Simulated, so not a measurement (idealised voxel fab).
Module name: voxel ribs on slabs (process module)
Cross-section cut spans 275 nm and uses square cells 5 nm in size.
Throughout this document, each cross-section is represented as a grid of square cells and is presented as a sequence of bands enumerated from the top downward, where a band comprises one or more rows of cells.
A band entry consists of two parts. The first gives the height of the band's top and the height of its bottom, in nm. The rest lists the band's materials from left to right, each with its width in nm. A single material labelled with the word "edge to edge" fills the band from edge to edge, and the word "air" marks empty space.
The level at which height equals 0 is the one under which the wafer, as it arrives, is entirely one material. No lower edge exists for the bottom band, which continues downward and is notated as in "0 and below".
A width given as "30->40" starts at the first number in the band's top row and ends at the second number in its bottom row, shifting by an equal amount at every step from row to row.
"remained the same" for a step: no cell of the cross-section changed in that step.
The list in "Enclosed internal voids" covers empty spaces of 8 cells or more that cannot reach the top through any open way, and it gives each as width x height at distance; the distance is from the left edge, and width, height and distance are in nm.
If you see something after the settings on a step's line, that's the simulator's own remark about that step.
The line of a step may include "overlay nm". On a step with a mask, this value is how far to the right of its planned place the mask lay. A negative value means the mask lay to the left.
This section lists the process steps that were planned:
- 1: RECEIVE: material Si
- 2: DIRECTIONAL_DEP: material SiO2, thk nm 20
- 3: DIRECTIONAL_DEP: material SiN, thk nm 15
- 4: PATTERN: tone cover, mask id RIB, material resist, width nm 15, thk nm 20, overlay nm 0
- 5: DIRECTIONAL_ETCH: etch materials SiN, depth nm 10
- 6: STRIP: etch materials resist
- 7: DIRECTIONAL_DEP: material aC, thk nm 10
- 8: PATTERN: tone cover, mask id SLAB, material resist, width nm 75, thk nm 25, overlay nm 0
- 9: DIRECTIONAL_ETCH: etch materials aC, depth nm 10
- 10: STRIP: etch materials resist
- 11: DIRECTIONAL_ETCH: etch materials SiN, depth nm 5
- 12: STRIP: etch materials aC
- 13: FILL_DEP: material SiO2, thk nm 30
- 14: CMP: height nm 55
- 15: DIRECTIONAL_DEP: material TiN, thk nm 10
- 16: PATTERN: tone cover, mask id HEATER, material resist, width nm 35, thk nm 15, overlay nm 0
- 17: DIRECTIONAL_ETCH: etch materials TiN, depth nm 10
- 18: STRIP: etch materials resist
- 19: CONFORMAL_DEP: material SiN, thk nm 5
All wafers enter the flow in the same state. The width nm at step 4 differs from wafer to wafer, and the plan gives the value for the first wafer.
Cut through the first of several wafers as received, post step 1:
  0 and below  Si edge to edge
  Enclosed internal voids: none
Gained (+) or lost (-) cells of each material since receipt, then closed voids: one row per wafer, at the end of the module:
width nm 15, +80 SiN, +584 SiO2, +14 TiN, Enclosed internal voids: none
width nm 20, +82 SiN, +582 SiO2, +14 TiN, Enclosed internal voids: none
width nm 25, +84 SiN, +580 SiO2, +14 TiN, Enclosed internal voids: none
width nm 30, +86 SiN, +578 SiO2, +14 TiN, Enclosed internal voids: none
width nm 35, +88 SiN, +576 SiO2, +14 TiN, Enclosed internal voids: none
width nm 40, +90 SiN, +574 SiO2, +14 TiN, Enclosed internal voids: none
